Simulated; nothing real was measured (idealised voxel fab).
process module | voxel self aligned vias
cross-section cut | 175 nm wide | cells 5 nm
A cross-section is a grid of square cells, given in bands from the top down. A band is one or more rows of cells.
Each band's line starts with the height of the band's top and of its bottom, in nm. Then come its materials from left to right, each with its width in nm. One material with "throughout" fills the band from edge to edge. "air" is empty space.
Height 0 is the level under which the wafer as received is all one material. The lowest band goes on downwards, as in "0 down".
A width such as "30 to 40" changes by the same amount from each row of cells to the next, from the band's top row to its bottom row.
"no change" after a step means that no cell of the cross-section changed.
closed voids: empty space of 8 cells or more with no open way to the top, each as width x height at its distance from the left edge, in nm
after a step's settings: what the simulator itself notes on the step
overlay nm, on a step with a mask: how far to the right of its planned place the mask lay; to the left if negative
plan
1 op RECEIVE | material Si
2 op CONFORMAL_DEP | material SiO2 | thk nm 10
3 op CONFORMAL_DEP | material SiCN | thk nm 5
4 op DIRECTIONAL_DEP | material lowk | thk nm 30
5 op PATTERN | tone open | mask id LINES | material resist | width nm 30 | pitch nm 65 | thk nm 15 | overlay nm 0
6 op DIRECTIONAL_ETCH | etch materials lowk | depth nm 30
7 op STRIP | etch materials resist
8 op CONFORMAL_DEP | material TiN | thk nm 5
9 op FILL_DEP | material W | thk nm 10
10 op CMP | height nm 45
11 op SELECTIVE_ETCH | etch materials W Ru TiN | depth nm 10
12 op FILL_DEP | material SiN | thk nm 5
13 op CMP | height nm 45
14 op DIRECTIONAL_DEP | material lowk | thk nm 20
15 op PATTERN | tone open | mask id VIAS | material resist | width nm 40 | thk nm 20 | overlay nm 0
16 op DIRECTIONAL_ETCH | etch materials lowk | depth nm 20
17 op DIRECTIONAL_ETCH | etch materials SiN | depth nm 10
18 op STRIP | etch materials resist
19 op CONFORMAL_DEP | material TiN | thk nm 5
20 op FILL_DEP | material Cu | thk nm 10
21 op CMP | height nm 65
22 op CONFORMAL_DEP | material SiN | thk nm 5
as received, after step 1
  0 down: Si throughout
  closed voids: none
a wafer at the end: this start, this plan, one mistake
  70 to 65: SiN throughout
  65 to 50: lowk 35 | TiN 5 | Cu 30 | TiN 5 | lowk 100
  50 to 45: lowk 35 | TiN 5 | Cu 15 | TiN 20 | lowk 100
  45 to 40: lowk 30 | SiN 5 | TiN 5 | Cu 15 | TiN 5 | lowk 35 | SiN 30 | lowk 50
  40 to 35: lowk 30 | SiN 5 | TiN 25 | lowk 35 | SiN 30 | lowk 50
  35 to 20: lowk 30 | TiN 5 | W 20 | TiN 5 | lowk 35 | TiN 5 | W 20 | TiN 5 | lowk 50
  20 to 15: lowk 30 | TiN 30 | lowk 35 | TiN 30 | lowk 50
  15 to 10: SiCN throughout
  10 to 0: SiO2 throughout
  0 down: Si throughout
  closed voids: none
what went wrong: step 5 ran as: op PATTERN | tone open | mask id LINES | material resist | width nm 30 | pitch nm 65 | thk nm 15 | overlay nm -10
